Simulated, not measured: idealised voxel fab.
Process module heading - voxel trench capacitor
This is section cut - it's 290 nm across, gridded in 5 nm square cells.
Cross-section layout: square cells on a grid; listed as bands, top to bottom; a band spans one or more cell rows.
Band: top and bottom heights (nm) first, top before bottom; then materials from left to right, widths in nm. "edge to edge" marks a sole material filling the band edge to edge. "air" denotes empty space.
Heights from 0 (as-received wafer is one material below). Bottom band endless downward, as "from 0 down".
The width entry "30 to 40" should be interpreted row by row: the top row of cells in the band takes the first number, the bottom row takes the second number, and the change between adjacent rows is uniform throughout.
A step reported as "nothing was modified" is a step in which no cell of the cross-section changed.
The list in "Closed void table" covers empty spaces of 8 cells or more that cannot reach the top through any open way, and it gives each as width x height at distance; the distance is from the left edge, and width, height and distance are in nm.
Where a step's line continues beyond its settings, the continuation is a remark by the simulator itself on that step.
The setting "overlay nm" may be written on the line of a step. When the step uses a mask, the value reports how far to the right of the planned place the mask lay, and a negative value reports that it lay to the left.
-- List of planned process steps
1,RECEIVE, material Si
2,CONFORMAL_DEP, material SiN, thk nm 10
3,DIRECTIONAL_DEP, material aC, thk nm 15
4,PATTERN, tone open, mask id TRENCH, material resist, width nm 25, pitch nm 50, thk nm 30, overlay nm 0
5,DIRECTIONAL_ETCH, etch materials aC, depth nm 15
6,STRIP, etch materials resist
7,DIRECTIONAL_ETCH, etch materials SiN, depth nm 10
8,DIRECTIONAL_ETCH, etch materials Si, depth nm 40
9,STRIP, etch materials aC
10,CONFORMAL_DEP, material HfO2, thk nm 5
11,CONFORMAL_DEP, material TiN, thk nm 5
12,FILL_DEP, material W, thk nm 5
13,CMP, height nm 10
-- So this is the incoming wafer in cross-section - it's already been through step 1
* from 0 down  Si edge to edge
* Closed void table: none
-- The plan above was carried out on the starting structure above with one mistake, and this cross-section shows the wafer at the end of the module
* from 10 to 0  SiN 55  TiN 5  HfO2 5  W 5  HfO2 5  TiN 5  SiN 25  TiN 5  HfO2 5  W 5  HfO2 5  TiN 5  SiN 25  TiN 5  HfO2 5  W 5  HfO2 5  TiN 5  SiN 25  TiN 5  HfO2 5  W 5  HfO2 5  TiN 5  SiN 60
* from 0 to -30  Si 55  TiN 5  HfO2 5  W 5  HfO2 5  TiN 5  Si 25  TiN 5  HfO2 5  W 5  HfO2 5  TiN 5  Si 25  TiN 5  HfO2 5  W 5  HfO2 5  TiN 5  Si 25  TiN 5  HfO2 5  W 5  HfO2 5  TiN 5  Si 60
* from -30 to -35  Si 55  TiN 5  HfO2 15  TiN 5  Si 25  TiN 5  HfO2 15  TiN 5  Si 25  TiN 5  HfO2 15  TiN 5  Si 25  TiN 5  HfO2 15  TiN 5  Si 60
* from -35 to -40  Si 55  TiN 25  Si 25  TiN 25  Si 25  TiN 25  Si 25  TiN 25  Si 60
* from -40 down  Si edge to edge
* Closed void table: none
So what did we get wrong on this run? steps 10 and 11 swapped
